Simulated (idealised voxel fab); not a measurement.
process module | voxel gate over fins
cross-section cut | 170 nm wide | cells 5 nm
A cross-section is a grid of square cells, given in bands from the top down. A band is one or more rows of cells.
Each band's line starts with the height of the band's top and of its bottom, in nm. Then come its materials from left to right, each with its width in nm. One material with "throughout" fills the band from edge to edge. "air" is empty space.
Height 0 is the level under which the wafer as received is all one material. The lowest band goes on downwards, as in "0 down".
A width such as "30 to 40" changes by the same amount from each row of cells to the next, from the band's top row to its bottom row.
"no change" after a step means that no cell of the cross-section changed.
closed voids: empty space of 8 cells or more with no open way to the top, each as width x height at its distance from the left edge, in nm
after a step's settings: what the simulator itself notes on the step
overlay nm, on a step with a mask: how far to the right of its planned place the mask lay; to the left if negative
plan
1 op RECEIVE | material Si
2 op CONFORMAL_DEP | material SiN | thk nm 5
3 op MASKED_ETCH | tone cover | mask id FINS | width nm 15 | pitch nm 60 | etch materials SiN | depth nm 5 | overlay nm 0
4 op MASKED_ETCH | tone cover | mask id FINS | width nm 15 | pitch nm 60 | etch materials Si | depth nm 40 | overlay nm -15
5 op FILL_DEP | material SiO2 | thk nm 10
6 op CMP | height nm 5
7 op DIRECTIONAL_DEP | material aC | thk nm 10
8 op PATTERN | tone open | mask id RAIL | material resist | width nm 15 | thk nm 25 | overlay nm 0
9 op DIRECTIONAL_ETCH | etch materials aC | depth nm 10
10 op STRIP | etch materials resist
11 op DIRECTIONAL_ETCH | etch materials SiO2 | depth nm 40
12 op STRIP | etch materials aC
13 op CONFORMAL_DEP | material TiN | thk nm 5
14 op FILL_DEP | material Ru | thk nm 5
15 op CMP | height nm 5
16 op SELECTIVE_ETCH | etch materials W Ru TiN | depth nm 20
17 op FILL_DEP | material SiO2 | thk nm 5
18 op CMP | height nm 5
19 op SELECTIVE_ETCH | etch materials SiO2 | depth nm 15
20 op STRIP | etch materials SiN
21 op CONFORMAL_DEP | material HfO2 | thk nm 5
22 op CONFORMAL_DEP | material TiN | thk nm 5
23 op FILL_DEP | material W | thk nm 15
24 op CMP | height nm 20
25 op CONFORMAL_DEP | material SiCN | thk nm 10
varied across the wafers: overlay nm of step 4. The plan shows the first wafer's value. All wafers start alike
first wafer as received, after step 1
  0 down: Si throughout
  closed voids: none
each wafer at the end: cells of each material gained (+) or lost (-) since it was received, then its closed voids
overlay nm -15 | +42 HfO2 | +3 Ru | -176 Si | +68 SiCN | +120 SiO2 | +51 TiN | +96 W | closed voids: none
overlay nm -10 | +42 HfO2 | +3 Ru | -192 Si | +68 SiCN | +132 SiO2 | +51 TiN | +100 W | closed voids: none
overlay nm -5 | +42 HfO2 | +3 Ru | -208 Si | +68 SiCN | +144 SiO2 | +51 TiN | +104 W | closed voids: none
overlay nm 0 | +42 HfO2 | +3 Ru | -224 Si | +68 SiCN | +156 SiO2 | +51 TiN | +108 W | closed voids: none
overlay nm 5 | +42 HfO2 | +3 Ru | -208 Si | +68 SiCN | +144 SiO2 | +51 TiN | +104 W | closed voids: none
overlay nm 10 | +42 HfO2 | +3 Ru | -192 Si | +68 SiCN | +132 SiO2 | +51 TiN | +100 W | closed voids: none
overlay nm 15 | +42 HfO2 | +3 Ru | -176 Si | +68 SiCN | +120 SiO2 | +51 TiN | +96 W | closed voids: none
